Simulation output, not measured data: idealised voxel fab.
The name of this process module is voxel self aligned contacts.
The cross-section on display is named cut; it measures 235 nm wide, and its cells are 5 nm squares.
Notation: cross-section as square-cell grid; stated in bands, top first, going down; one or more cell rows per band. Heights first: top, then bottom, in nm. Then materials, left to right, each with a width in nm. "throughout" on a single material: fills the band edge to edge. "empty": empty space. A quick word on heights: they are counted from 0, and under that level the wafer as it came to us is one material throughout. The lowest band is different from the rest in having no bottom; it simply continues downward, written as in "0 -> down". The notation "30..40" denotes a width that varies across the rows of cells in the band, beginning at the first number in the top row, finishing at the second number in the bottom row, and changing by an identical amount from each row to the next. Reading "no modifications" for a step: not a cell of the cross-section changed in it. Entry "Completely sealed voids". Content: empty spaces with no open connection to the top, size 8 cells or greater. Each: width x height at distance. Distance: from left edge. Unit: nm. Heads up: the bit after the settings on a step's line is the simulator's remark on that step. overlay nm: mask offset rightward from planned place, masked step; negative means leftward offset.
[The steps planned for the process are as follows]
- 1: RECEIVE, material Si
- 2: OXIDIZE, depth nm 5
- 3: DIRECTIONAL_DEP, material polySi, thk nm 20
- 4: DIRECTIONAL_DEP, material SiN, thk nm 15
- 5: DIRECTIONAL_DEP, material aC, thk nm 15
- 6: PATTERN, tone cover, mask id GATE, material resist, width nm 35, pitch nm 60, thk nm 30, overlay nm 0
- 7: DIRECTIONAL_ETCH, etch materials aC, depth nm 15
- 8: STRIP, etch materials resist
- 9: DIRECTIONAL_ETCH, etch materials SiN, depth nm 15
- 10: DIRECTIONAL_ETCH, etch materials polySi, depth nm 20
- 11: STRIP, etch materials aC
- 12: CONFORMAL_DEP, material SiN, thk nm 5
- 13: DIRECTIONAL_ETCH, etch materials SiN, depth nm 5
- 14: FILL_DEP, material SiO2, thk nm 10
- 15: CMP, height nm 40
- 16: DIRECTIONAL_DEP, material aC, thk nm 10
- 17: PATTERN, tone open, mask id CONTACT, material resist, width nm 35, thk nm 30, overlay nm 0
- 18: DIRECTIONAL_ETCH, etch materials aC, depth nm 10
- 19: STRIP, etch materials resist
- 20: DIRECTIONAL_ETCH, etch materials SiO2, depth nm 45
- 21: STRIP, etch materials aC
- 22: CONFORMAL_DEP, material TiN, thk nm 5
- 23: FILL_DEP, material Ru, thk nm 10
- 24: CMP, height nm 40
- 25: CONFORMAL_DEP, material SiN, thk nm 5
[First of two wafers, processed according to plan]
[as received, after step 1]
  0 -> down  Si throughout
  Completely sealed voids: none
[Once step 2 is through, the wafer looks like this in cross-section]
  0 -> -5  SiO2 throughout
  Whatever lies below -5 is exactly as it was before.
[Once step 3 is through, the wafer looks like this in cross-section]
  20 -> 0  polySi throughout
  Whatever lies below 0 is exactly as it was before.
[Once step 4 is through, the wafer looks like this in cross-section]
  35 -> 20  SiN throughout
  Whatever lies below 20 is exactly as it was before.
[Once step 5 is through, the wafer looks like this in cross-section]
  50 -> 35  aC throughout
  Whatever lies below 35 is exactly as it was before.
[Once step 6 is through, the wafer looks like this in cross-section]
  80 -> 50  empty: 70 / resist: 35 / empty: 25 / resist: 35 / empty: 70
  Whatever lies below 50 is exactly as it was before.
[Once step 7 is through, the wafer looks like this in cross-section]
  65 -> 50  empty: 70 / resist: 35 / empty: 25 / resist: 35 / empty: 70
  50 -> 35  empty: 70 / aC: 35 / empty: 25 / aC: 35 / empty: 70
  Whatever lies below 35 is exactly as it was before.
[Once step 8 is through, the wafer looks like this in cross-section]
  50 -> 35  empty: 70 / aC: 35 / empty: 25 / aC: 35 / empty: 70
  Whatever lies below 35 is exactly as it was before.
[Once step 9 is through, the wafer looks like this in cross-section]
  50 -> 35  empty: 70 / aC: 35 / empty: 25 / aC: 35 / empty: 70
  35 -> 20  empty: 70 / SiN: 35 / empty: 25 / SiN: 35 / empty: 70
  Whatever lies below 20 is exactly as it was before.
[Once step 10 is through, the wafer looks like this in cross-section]
  50 -> 35  empty: 70 / aC: 35 / empty: 25 / aC: 35 / empty: 70
  35 -> 20  empty: 70 / SiN: 35 / empty: 25 / SiN: 35 / empty: 70
  20 -> 0  empty: 70 / polySi: 35 / empty: 25 / polySi: 35 / empty: 70
  Whatever lies below 0 is exactly as it was before.
[Once step 11 is through, the wafer looks like this in cross-section]
  35 -> 20  empty: 70 / SiN: 35 / empty: 25 / SiN: 35 / empty: 70
  Whatever lies below 20 is exactly as it was before.
[Once step 12 is through, the wafer looks like this in cross-section]
  40 -> 20  empty: 65 / SiN: 45 / empty: 15 / SiN: 45 / empty: 65
  20 -> 5  empty: 65 / SiN: 5 / polySi: 35 / SiN: 5 / empty: 15 / SiN: 5 / polySi: 35 / SiN: 5 / empty: 65
  5 -> 0  SiN: 70 / polySi: 35 / SiN: 25 / polySi: 35 / SiN: 70
  Whatever lies below 0 is exactly as it was before.
[Once step 13 is through, the wafer looks like this in cross-section]
  35 -> 20  empty: 65 / SiN: 45 / empty: 15 / SiN: 45 / empty: 65
  20 -> 0  empty: 65 / SiN: 5 / polySi: 35 / SiN: 5 / empty: 15 / SiN: 5 / polySi: 35 / SiN: 5 / empty: 65
  Whatever lies below 0 is exactly as it was before.
[Once step 14 is through, the wafer looks like this in cross-section]
  45 -> 35  SiO2 throughout
  35 -> 20  SiO2: 65 / SiN: 45 / SiO2: 15 / SiN: 45 / SiO2: 65
  20 -> 0  SiO2: 65 / SiN: 5 / polySi: 35 / SiN: 5 / SiO2: 15 / SiN: 5 / polySi: 35 / SiN: 5 / SiO2: 65
  Whatever lies below 0 is exactly as it was before.
[Once step 15 is through, the wafer looks like this in cross-section]
  40 -> 35  SiO2 throughout
  Whatever lies below 35 is exactly as it was before.
[Once step 16 is through, the wafer looks like this in cross-section]
  50 -> 40  aC throughout
  Whatever lies below 40 is exactly as it was before.
[Once step 17 is through, the wafer looks like this in cross-section]
  80 -> 50  resist: 100 / empty: 35 / resist: 100
  Whatever lies below 50 is exactly as it was before.
[Once step 18 is through, the wafer looks like this in cross-section]
  70 -> 50  resist: 100 / empty: 35 / resist: 100
  50 -> 40  aC: 100 / empty: 35 / aC: 100
  Whatever lies below 40 is exactly as it was before.
[Once step 19 is through, the wafer looks like this in cross-section]
  50 -> 40  aC: 100 / empty: 35 / aC: 100
  Whatever lies below 40 is exactly as it was before.
[Once step 20 is through, the wafer looks like this in cross-section]
  50 -> 40  aC: 100 / empty: 35 / aC: 100
  40 -> 35  SiO2: 100 / empty: 35 / SiO2: 100
  35 -> 20  SiO2: 65 / SiN: 45 / empty: 15 / SiN: 45 / SiO2: 65
  20 -> 0  SiO2: 65 / SiN: 5 / polySi: 35 / SiN: 5 / empty: 15 / SiN: 5 / polySi: 35 / SiN: 5 / SiO2: 65
  0 -> -5  SiO2: 110 / empty: 15 / SiO2: 110
  Whatever lies below -5 is exactly as it was before.
[Once step 21 is through, the wafer looks like this in cross-section]
  40 -> 35  SiO2: 100 / empty: 35 / SiO2: 100
  Whatever lies below 35 is exactly as it was before.
[Once step 22 is through, the wafer looks like this in cross-section]
  45 -> 40  TiN: 105 / empty: 25 / TiN: 105
  40 -> 35  SiO2: 100 / TiN: 15 / empty: 5 / TiN: 15 / SiO2: 100
  35 -> 20  SiO2: 65 / SiN: 45 / TiN: 5 / empty: 5 / TiN: 5 / SiN: 45 / SiO2: 65
  20 -> 0  SiO2: 65 / SiN: 5 / polySi: 35 / SiN: 5 / TiN: 5 / empty: 5 / TiN: 5 / SiN: 5 / polySi: 35 / SiN: 5 / SiO2: 65
  0 -> -5  SiO2: 110 / TiN: 15 / SiO2: 110
  Whatever lies below -5 is exactly as it was before.
[Once step 23 is through, the wafer looks like this in cross-section]
  55 -> 45  Ru throughout
  45 -> 40  TiN: 105 / Ru: 25 / TiN: 105
  40 -> 35  SiO2: 100 / TiN: 15 / Ru: 5 / TiN: 15 / SiO2: 100
  35 -> 20  SiO2: 65 / SiN: 45 / TiN: 5 / Ru: 5 / TiN: 5 / SiN: 45 / SiO2: 65
  20 -> 0  SiO2: 65 / SiN: 5 / polySi: 35 / SiN: 5 / TiN: 5 / Ru: 5 / TiN: 5 / SiN: 5 / polySi: 35 / SiN: 5 / SiO2: 65
  Whatever lies below 0 is exactly as it was before.
[Once step 24 is through, the wafer looks like this in cross-section]
  40 -> 35  SiO2: 100 / TiN: 15 / Ru: 5 / TiN: 15 / SiO2: 100
  Whatever lies below 35 is exactly as it was before.
[Once step 25 is through, the wafer looks like this in cross-section]
  45 -> 40  SiN throughout
  Whatever lies below 40 is exactly as it was before.
[Second of two: same start, same plan, one run error; steps up to and including 5 match the first]
[Cross-section of the second wafer at the time step 6 of the plan should have ended]
  80 -> 50  empty: 60 / resist: 35 / empty: 25 / resist: 35 / empty: 80
  Whatever lies below 50 is exactly as it was before.
[Cross-section of the second wafer at the time step 7 of the plan should have ended]
  65 -> 50  empty: 60 / resist: 35 / empty: 25 / resist: 35 / empty: 80
  50 -> 35  empty: 60 / aC: 35 / empty: 25 / aC: 35 / empty: 80
  Whatever lies below 35 is exactly as it was before.
[Cross-section of the second wafer at the time step 8 of the plan should have ended]
  50 -> 35  empty: 60 / aC: 35 / empty: 25 / aC: 35 / empty: 80
  Whatever lies below 35 is exactly as it was before.
[Cross-section of the second wafer at the time step 9 of the plan should have ended]
  50 -> 35  empty: 60 / aC: 35 / empty: 25 / aC: 35 / empty: 80
  35 -> 20  empty: 60 / SiN: 35 / empty: 25 / SiN: 35 / empty: 80
  Whatever lies below 20 is exactly as it was before.
[Cross-section of the second wafer at the time step 10 of the plan should have ended]
  50 -> 35  empty: 60 / aC: 35 / empty: 25 / aC: 35 / empty: 80
  35 -> 20  empty: 60 / SiN: 35 / empty: 25 / SiN: 35 / empty: 80
  20 -> 0  empty: 60 / polySi: 35 / empty: 25 / polySi: 35 / empty: 80
  Whatever lies below 0 is exactly as it was before.
[Cross-section of the second wafer at the time step 11 of the plan should have ended]
  35 -> 20  empty: 60 / SiN: 35 / empty: 25 / SiN: 35 / empty: 80
  Whatever lies below 20 is exactly as it was before.
[Cross-section of the second wafer at the time step 12 of the plan should have ended]
  40 -> 20  empty: 55 / SiN: 45 / empty: 15 / SiN: 45 / empty: 75
  20 -> 5  empty: 55 / SiN: 5 / polySi: 35 / SiN: 5 / empty: 15 / SiN: 5 / polySi: 35 / SiN: 5 / empty: 75
  5 -> 0  SiN: 60 / polySi: 35 / SiN: 25 / polySi: 35 / SiN: 80
  Whatever lies below 0 is exactly as it was before.
[Cross-section of the second wafer at the time step 13 of the plan should have ended]
  35 -> 20  empty: 55 / SiN: 45 / empty: 15 / SiN: 45 / empty: 75
  20 -> 0  empty: 55 / SiN: 5 / polySi: 35 / SiN: 5 / empty: 15 / SiN: 5 / polySi: 35 / SiN: 5 / empty: 75
  Whatever lies below 0 is exactly as it was before.
[Cross-section of the second wafer at the time step 14 of the plan should have ended]
  45 -> 35  SiO2 throughout
  35 -> 20  SiO2: 55 / SiN: 45 / SiO2: 15 / SiN: 45 / SiO2: 75
  20 -> 0  SiO2: 55 / SiN: 5 / polySi: 35 / SiN: 5 / SiO2: 15 / SiN: 5 / polySi: 35 / SiN: 5 / SiO2: 75
  Whatever lies below 0 is exactly as it was before.
[Cross-section of the second wafer at the time step 15 of the plan should have ended]
  40 -> 35  SiO2 throughout
  Whatever lies below 35 is exactly as it was before.
[Cross-section of the second wafer at the time step 16 of the plan should have ended]
  50 -> 40  aC throughout
  Whatever lies below 40 is exactly as it was before.
[Cross-section of the second wafer at the time step 17 of the plan should have ended]
  80 -> 50  resist: 100 / empty: 35 / resist: 100
  Whatever lies below 50 is exactly as it was before.
[Cross-section of the second wafer at the time step 18 of the plan should have ended]
  70 -> 50  resist: 100 / empty: 35 / resist: 100
  50 -> 40  aC: 100 / empty: 35 / aC: 100
  Whatever lies below 40 is exactly as it was before.
[Cross-section of the second wafer at the time step 19 of the plan should have ended]
  50 -> 40  aC: 100 / empty: 35 / aC: 100
  Whatever lies below 40 is exactly as it was before.
[Cross-section of the second wafer at the time step 20 of the plan should have ended]
  50 -> 40  aC: 100 / empty: 35 / aC: 100
  40 -> 35  SiO2: 100 / empty: 35 / SiO2: 100
  35 -> 20  SiO2: 55 / SiN: 45 / empty: 15 / SiN: 45 / SiO2: 75
  20 -> 0  SiO2: 55 / SiN: 5 / polySi: 35 / SiN: 5 / empty: 15 / SiN: 5 / polySi: 35 / SiN: 5 / SiO2: 75
  0 -> -5  SiO2: 100 / empty: 15 / SiO2: 120
  Whatever lies below -5 is exactly as it was before.
[Cross-section of the second wafer at the time step 21 of the plan should have ended]
  40 -> 35  SiO2: 100 / empty: 35 / SiO2: 100
  Whatever lies below 35 is exactly as it was before.
[Cross-section of the second wafer at the time step 22 of the plan should have ended]
  45 -> 40  TiN: 105 / empty: 25 / TiN: 105
  40 -> 35  SiO2: 100 / TiN: 5 / empty: 5 / TiN: 25 / SiO2: 100
  35 -> 20  SiO2: 55 / SiN: 45 / TiN: 5 / empty: 5 / TiN: 5 / SiN: 45 / SiO2: 75
  20 -> 0  SiO2: 55 / SiN: 5 / polySi: 35 / SiN: 5 / TiN: 5 / empty: 5 / TiN: 5 / SiN: 5 / polySi: 35 / SiN: 5 / SiO2: 75
  0 -> -5  SiO2: 100 / TiN: 15 / SiO2: 120
  Whatever lies below -5 is exactly as it was before.
[Cross-section of the second wafer at the time step 23 of the plan should have ended]
  55 -> 45  Ru throughout
  45 -> 40  TiN: 105 / Ru: 25 / TiN: 105
  40 -> 35  SiO2: 100 / TiN: 5 / Ru: 5 / TiN: 25 / SiO2: 100
  35 -> 20  SiO2: 55 / SiN: 45 / TiN: 5 / Ru: 5 / TiN: 5 / SiN: 45 / SiO2: 75
  20 -> 0  SiO2: 55 / SiN: 5 / polySi: 35 / SiN: 5 / TiN: 5 / Ru: 5 / TiN: 5 / SiN: 5 / polySi: 35 / SiN: 5 / SiO2: 75
  Whatever lies below 0 is exactly as it was before.
[Cross-section of the second wafer at the time step 24 of the plan should have ended]
  40 -> 35  SiO2: 100 / TiN: 5 / Ru: 5 / TiN: 25 / SiO2: 100
  Whatever lies below 35 is exactly as it was before.
[Cross-section of the second wafer at the time step 25 of the plan should have ended]
  45 -> 40  SiN throughout
  Whatever lies below 40 is exactly as it was before.
Where did the run depart from the plan? note that step 6 departed from the planned setting and was carried out as PATTERN, tone cover, mask id GATE, material resist, width nm 35, pitch nm 60, thk nm 30, overlay nm -10
At the end, each material covers as many cells on the second wafer as it does on the first, though the cells it covers are elsewhere.
